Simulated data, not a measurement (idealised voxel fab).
The document below concerns the process module designated voxel transistor to metal.
It is cross-section cut that appears here, measuring 190 nm in width, its square cells being 5 nm in size.
Cross-section = grid of square cells, listed top down in bands; band = one or more rows. What a band's entry tells you: where the top is and where the bottom is, as heights in nm, and after that what lies inside, material by material from left to right, each with its width in nm. Empty space is written as the word "air", and a single material marked with the word "full width" occupies the band from edge to edge. Ref level 0: as-received wafer is one material below here. Bottom band extends down with no lower bound ("top 0, no bottom"). With a width like "30->40", each row of cells in the band differs from the next by the same amount, the top row carrying the first number and the bottom row the second. No cell of the cross-section changed in a step that is given as "remained unchanged". Closed-off voids of 8+ cells (no open route to the top) go in "Encapsulated voids", written width x height at distance from the left edge, in nm. On each step's line, the part that comes after the settings is the simulator's own comment on the step. The optional step-line setting "overlay nm" applies to steps with a mask and quantifies how far to the right of its planned location the mask lay, a negative value indicating leftward placement.

# Here's what the planned process steps look like
1) RECEIVE, material Si
2) OXIDIZE, depth nm 5
3) CONFORMAL_DEP, material SiN, thk nm 15
4) MASKED_ETCH, tone cover, mask id ACTIVE, width nm 95, etch materials SiN, depth nm 15, overlay nm 0
5) MASKED_ETCH, tone cover, mask id ACTIVE, width nm 95, etch materials SiO2, depth nm 5, overlay nm 0
6) MASKED_ETCH, tone cover, mask id ACTIVE, width nm 95, etch materials Si, depth nm 20, overlay nm 0
7) OXIDIZE, depth nm 5
8) FILL_DEP, material SiO2, thk nm 5
9) CMP, height nm 15
10) SELECTIVE_ETCH, etch materials SiO2, depth nm 15
11) STRIP, etch materials SiN
12) SELECTIVE_ETCH, etch materials SiO2, depth nm 5
13) OXIDIZE, depth nm 5
14) DIRECTIONAL_DEP, material polySi, thk nm 25
15) DIRECTIONAL_DEP, material SiCN, thk nm 15
16) PATTERN, tone cover, mask id GATE, material resist, width nm 15, thk nm 15, overlay nm 0
17) DIRECTIONAL_ETCH, etch materials SiCN, depth nm 25
18) DIRECTIONAL_ETCH, etch materials polySi, depth nm 35
19) STRIP, etch materials resist
20) CONFORMAL_DEP, material SiO2, thk nm 5
21) DIRECTIONAL_ETCH, etch materials SiO2, depth nm 5
22) CONFORMAL_DEP, material SiN, thk nm 5
23) DIRECTIONAL_ETCH, etch materials SiN, depth nm 5
24) DIRECTIONAL_ETCH, etch materials SiO2, depth nm 5
25) DIRECTIONAL_ETCH, etch materials Si, depth nm 15
26) EPI, material SiGe, thk nm 15
27) FILL_DEP, material SiO2, thk nm 5
28) CMP, height nm 35
29) DIRECTIONAL_DEP, material SiO2, thk nm 10
30) DIRECTIONAL_DEP, material aC, thk nm 15
31) PATTERN, tone open, mask id CONTACT, material resist, width nm 25, pitch nm 50, thk nm 35, overlay nm 0
32) DIRECTIONAL_ETCH, etch materials aC, depth nm 15
33) STRIP, etch materials resist
34) DIRECTIONAL_ETCH, etch materials SiO2, depth nm 55
35) STRIP, etch materials aC
36) CONFORMAL_DEP, material TiN, thk nm 5
37) FILL_DEP, material Ru, thk nm 5
38) CMP, height nm 45
39) CONFORMAL_DEP, material SiN, thk nm 5
40) DIRECTIONAL_DEP, material lowk, thk nm 20
41) PATTERN, tone open, mask id METAL_1, material resist, width nm 15, pitch nm 60, thk nm 15, overlay nm 0
42) DIRECTIONAL_ETCH, etch materials lowk, depth nm 20
43) DIRECTIONAL_ETCH, etch materials SiN, depth nm 5
44) STRIP, etch materials resist
45) CONFORMAL_DEP, material TiN, thk nm 5
46) FILL_DEP, material Cu, thk nm 10
47) CMP, height nm 70
48) CONFORMAL_DEP, material SiN, thk nm 5

# As-received wafer cross-section (after step 1)
	top 0, no bottom: Si full width
	Encapsulated voids: none

# Run as planned - first of the two wafers cross-sectioned at the end of the module
	top 75, bottom 70: SiN full width
	top 70, bottom 50: 55 of lowk  5 of TiN  5 of Cu  5 of TiN  45 of lowk  5 of TiN  5 of Cu  5 of TiN  60 of lowk
	top 50, bottom 45: 55 of SiN  15 of TiN  45 of SiN  15 of TiN  60 of SiN
	top 45, bottom 35: 55 of SiO2  5 of TiN  15->10 of Ru  5->10 of TiN  25 of SiO2  5->10 of TiN  15->10 of Ru  5 of TiN  60 of SiO2
	top 35, bottom 20: 55 of SiO2  5 of TiN  10 of Ru  5 of TiN  5 of SiN  5 of SiO2  15 of SiCN  5 of SiO2  5 of SiN  5 of TiN  10 of Ru  5 of TiN  60 of SiO2
	top 20, bottom 10: 55 of SiO2  5 of TiN  10 of Ru  5 of TiN  5 of SiN  5 of SiO2  15 of polySi  5 of SiO2  5 of SiN  5 of TiN  10 of Ru  5 of TiN  60 of SiO2
	top 10, bottom 5: 55 of SiO2  20 of TiN  5 of SiN  5 of SiO2  15 of polySi  5 of SiO2  5 of SiN  20 of TiN  60 of SiO2
	top 5, bottom -5: 55 of SiO2  5 of TiN  15 of SiGe  5 of SiN  5 of SiO2  15 of polySi  5 of SiO2  5 of SiN  15 of SiGe  5 of TiN  60 of SiO2
	top -5, bottom -10: 55 of SiO2  5 of TiN  15 of SiGe  35 of SiO2  15 of SiGe  5 of TiN  60 of SiO2
	top -10, bottom -25: 50 of SiO2  25 of SiGe  35 of Si  25 of SiGe  55 of SiO2
	top -25, bottom -30: 50 of SiO2  85 of Si  55 of SiO2
	top -30, no bottom: Si full width
	Encapsulated voids: none

# The second wafer, shown in cross-section after the module: started the same way as the first and given the same plan, yet one mistake crept into how it was run
	top 75, bottom 70: SiN full width
	top 70, bottom 50: 55 of lowk  5 of TiN  5 of Cu  5 of TiN  45 of lowk  5 of TiN  5 of Cu  5 of TiN  60 of lowk
	top 50, bottom 45: 55 of SiN  15 of TiN  45 of SiN  15 of TiN  60 of SiN
	top 45, bottom 35: 55 of SiO2  5 of TiN  15 of Ru  5 of TiN  25 of SiO2  5 of TiN  15 of Ru  5 of TiN  60 of SiO2
	top 35, bottom 20: 55 of SiO2  5 of TiN  15 of Ru  5 of TiN  5 of SiN  15 of SiCN  5 of SiN  5 of TiN  15 of Ru  5 of TiN  60 of SiO2
	top 20, bottom 10: 55 of SiO2  5 of TiN  15 of Ru  5 of TiN  5 of SiN  15 of polySi  5 of SiN  5 of TiN  15 of Ru  5 of TiN  60 of SiO2
	top 10, bottom 5: 55 of SiO2  25 of TiN  5 of SiN  15 of polySi  5 of SiN  25 of TiN  60 of SiO2
	top 5, bottom -5: 55 of SiO2  10 of TiN  15 of SiGe  5 of SiN  15 of polySi  5 of SiN  15 of SiGe  10 of TiN  60 of SiO2
	top -5, bottom -10: 55 of SiO2  10 of TiN  15 of SiGe  5 of SiN  15 of SiO2  5 of SiN  15 of SiGe  10 of TiN  60 of SiO2
	top -10, bottom -15: 45 of SiO2  35 of SiGe  25 of Si  35 of SiGe  50 of SiO2
	top -15, bottom -25: 50 of SiO2  30 of SiGe  25 of Si  30 of SiGe  55 of SiO2
	top -25, bottom -30: 50 of SiO2  85 of Si  55 of SiO2
	top -30, no bottom: Si full width
	Encapsulated voids: none
Plan not followed: step 20 of the plan got skipped, so it never ran
Final tally in cells, some materials are higher or lower on the second wafer than on the first: 12 more of Ru, 6 fewer of Si, 8 more of SiGe, 2 more of SiN, 22 fewer of SiO2, 6 more of TiN
